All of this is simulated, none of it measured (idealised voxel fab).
process module | voxel wiring stack
cross-section cut | 280 nm wide | cells 5 nm
A cross-section is a grid of square cells, given in bands from the top down. A band is one or more rows of cells.
Each band's line starts with the height of the band's top and of its bottom, in nm. Then come its materials from left to right, each with its width in nm. One material with "throughout" fills the band from edge to edge. "air" is empty space.
Height 0 is the level under which the wafer as received is all one material. The lowest band goes on downwards, as in "0 down".
A width such as "30 to 40" changes by the same amount from each row of cells to the next, from the band's top row to its bottom row.
"no change" after a step means that no cell of the cross-section changed.
closed voids: empty space of 8 cells or more with no open way to the top, each as width x height at its distance from the left edge, in nm
after a step's settings: what the simulator itself notes on the step
overlay nm, on a step with a mask: how far to the right of its planned place the mask lay; to the left if negative
plan
1 op RECEIVE | material Si
2 op CONFORMAL_DEP | material SiO2 | thk nm 10
3 op CONFORMAL_DEP | material SiN | thk nm 5
4 op DIRECTIONAL_DEP | material lowk | thk nm 25
5 op PATTERN | tone open | mask id METAL_1 | material resist | width nm 25 | pitch nm 40 | thk nm 20 | overlay nm 0
6 op DIRECTIONAL_ETCH | etch materials lowk | depth nm 25
7 op DIRECTIONAL_ETCH | etch materials SiN | depth nm 5
8 op STRIP | etch materials resist
9 op CONFORMAL_DEP | material TiN | thk nm 5
10 op FILL_DEP | material W | thk nm 5
11 op CMP | height nm 40
12 op CONFORMAL_DEP | material SiCN | thk nm 5
13 op DIRECTIONAL_DEP | material SiO2 | thk nm 30
14 op PATTERN | tone open | mask id METAL_2_HOLES | material resist | width nm 15 | pitch nm 40 | thk nm 20 | overlay nm 0
15 op DIRECTIONAL_ETCH | etch materials SiO2 | depth nm 30
16 op STRIP | etch materials resist
17 op DIRECTIONAL_DEP | material aC | thk nm 15
18 op PATTERN | tone open | mask id METAL_2 | material resist | width nm 25 | pitch nm 40 | thk nm 30 | overlay nm 0
19 op DIRECTIONAL_ETCH | etch materials aC | depth nm 15
20 op STRIP | etch materials resist
21 op DIRECTIONAL_ETCH | etch materials SiO2 | depth nm 15
22 op DIRECTIONAL_ETCH | etch materials SiCN | depth nm 5
23 op STRIP | etch materials aC
24 op CONFORMAL_DEP | material TiN | thk nm 5
25 op FILL_DEP | material Cu | thk nm 10
26 op CMP | height nm 75
27 op CONFORMAL_DEP | material SiCN | thk nm 5
28 op DIRECTIONAL_DEP | material lowk | thk nm 25
29 op PATTERN | tone open | mask id METAL_3_HOLES | material resist | width nm 15 | pitch nm 40 | thk nm 20 | overlay nm 0
30 op DIRECTIONAL_ETCH | etch materials lowk | depth nm 25
31 op STRIP | etch materials resist
32 op DIRECTIONAL_DEP | material aC | thk nm 10
33 op PATTERN | tone open | mask id METAL_3 | material resist | width nm 25 | pitch nm 40 | thk nm 30 | overlay nm 0
34 op DIRECTIONAL_ETCH | etch materials aC | depth nm 10
35 op STRIP | etch materials resist
36 op DIRECTIONAL_ETCH | etch materials lowk | depth nm 15
37 op DIRECTIONAL_ETCH | etch materials SiCN | depth nm 5
38 op STRIP | etch materials aC
39 op CONFORMAL_DEP | material TiN | thk nm 5
40 op FILL_DEP | material Cu | thk nm 10
41 op CMP | height nm 105
42 op CONFORMAL_DEP | material SiCN | thk nm 5
as received, after step 1
  0 down: Si throughout
  closed voids: none
first wafer at the end, as planned
  110 to 105: SiCN throughout
  105 to 95: lowk 65 | TiN 5 | Cu 15 | TiN 5 | lowk 15 | TiN 5 | Cu 15 | TiN 5 | lowk 15 | TiN 5 | Cu 15 | TiN 5 | lowk 15 | TiN 5 | Cu 15 | TiN 5 | lowk 70
  95 to 90: lowk 65 | TiN 5 | Cu 5 | TiN 15 | lowk 15 | TiN 5 | Cu 5 | TiN 15 | lowk 15 | TiN 5 | Cu 5 | TiN 15 | lowk 15 | TiN 5 | Cu 5 | TiN 15 | lowk 70
  90 to 80: lowk 65 | TiN 5 | Cu 5 | TiN 5 | lowk 25 | TiN 5 | Cu 5 | TiN 5 | lowk 25 | TiN 5 | Cu 5 | TiN 5 | lowk 25 | TiN 5 | Cu 5 | TiN 5 | lowk 80
  80 to 75: SiCN 65 | TiN 15 | SiCN 25 | TiN 15 | SiCN 25 | TiN 15 | SiCN 25 | TiN 15 | SiCN 80
  75 to 65: SiO2 65 | TiN 5 | Cu 15 | TiN 5 | SiO2 15 | TiN 5 | Cu 15 | TiN 5 | SiO2 15 | TiN 5 | Cu 15 | TiN 5 | SiO2 15 | TiN 5 | Cu 15 | TiN 5 | SiO2 70
  65 to 60: SiO2 65 | TiN 5 | Cu 5 | TiN 15 | SiO2 15 | TiN 5 | Cu 5 | TiN 15 | SiO2 15 | TiN 5 | Cu 5 | TiN 15 | SiO2 15 | TiN 5 | Cu 5 | TiN 15 | SiO2 70
  60 to 45: SiO2 65 | TiN 5 | Cu 5 | TiN 5 | SiO2 25 | TiN 5 | Cu 5 | TiN 5 | SiO2 25 | TiN 5 | Cu 5 | TiN 5 | SiO2 25 | TiN 5 | Cu 5 | TiN 5 | SiO2 80
  45 to 40: SiCN 65 | TiN 15 | SiCN 25 | TiN 15 | SiCN 25 | TiN 15 | SiCN 25 | TiN 15 | SiCN 80
  40 to 15: lowk 65 | TiN 5 | W 15 | TiN 5 | lowk 15 | TiN 5 | W 15 | TiN 5 | lowk 15 | TiN 5 | W 15 | TiN 5 | lowk 15 | TiN 5 | W 15 | TiN 5 | lowk 70
  15 to 10: SiN 65 | TiN 25 | SiN 15 | TiN 25 | SiN 15 | TiN 25 | SiN 15 | TiN 25 | SiN 70
  10 to 0: SiO2 throughout
  0 down: Si throughout
  closed voids: none
second wafer at the end: like start, like plan, one mistake
  110 to 105: SiCN throughout
  105 to 95: lowk 65 | TiN 5 | Cu 15 | TiN 5 | lowk 15 | TiN 5 | Cu 15 | TiN 5 | lowk 15 | TiN 5 | Cu 15 | TiN 5 | lowk 15 | TiN 5 | Cu 15 | TiN 5 | lowk 70
  95 to 90: lowk 65 | TiN 5 | Cu 5 | TiN 15 | lowk 15 | TiN 5 | Cu 5 | TiN 15 | lowk 15 | TiN 5 | Cu 5 | TiN 15 | lowk 15 | TiN 5 | Cu 5 | TiN 15 | lowk 70
  90 to 80: lowk 65 | TiN 5 | Cu 5 | TiN 5 | lowk 25 | TiN 5 | Cu 5 | TiN 5 | lowk 25 | TiN 5 | Cu 5 | TiN 5 | lowk 25 | TiN 5 | Cu 5 | TiN 5 | lowk 80
  80 to 75: SiCN 65 | TiN 15 | SiCN 25 | TiN 15 | SiCN 25 | TiN 15 | SiCN 25 | TiN 15 | SiCN 80
  75 to 65: SiO2 65 | TiN 5 | Cu 5 | TiN 5 | SiO2 25 | TiN 5 | Cu 5 | TiN 5 | SiO2 25 | TiN 5 | Cu 5 | TiN 5 | SiO2 25 | TiN 5 | Cu 5 | TiN 5 | SiO2 80
  65 to 60: SiO2 65 | TiN 15 | SiO2 25 | TiN 15 | SiO2 25 | TiN 15 | SiO2 25 | TiN 15 | SiO2 80
  60 to 45: SiO2 throughout
  45 to 40: SiCN throughout
  40 to 15: lowk 65 | TiN 5 | W 15 | TiN 5 | lowk 15 | TiN 5 | W 15 | TiN 5 | lowk 15 | TiN 5 | W 15 | TiN 5 | lowk 15 | TiN 5 | W 15 | TiN 5 | lowk 70
  15 to 10: SiN 65 | TiN 25 | SiN 15 | TiN 25 | SiN 15 | TiN 25 | SiN 15 | TiN 25 | SiN 70
  10 to 0: SiO2 throughout
  0 down: Si throughout
  closed voids: none
what went wrong: step 13 was run twice
at the end the second wafer has, in cells: 32 fewer of Cu | 12 more of SiCN | 60 more of SiO2 | 40 fewer of TiN
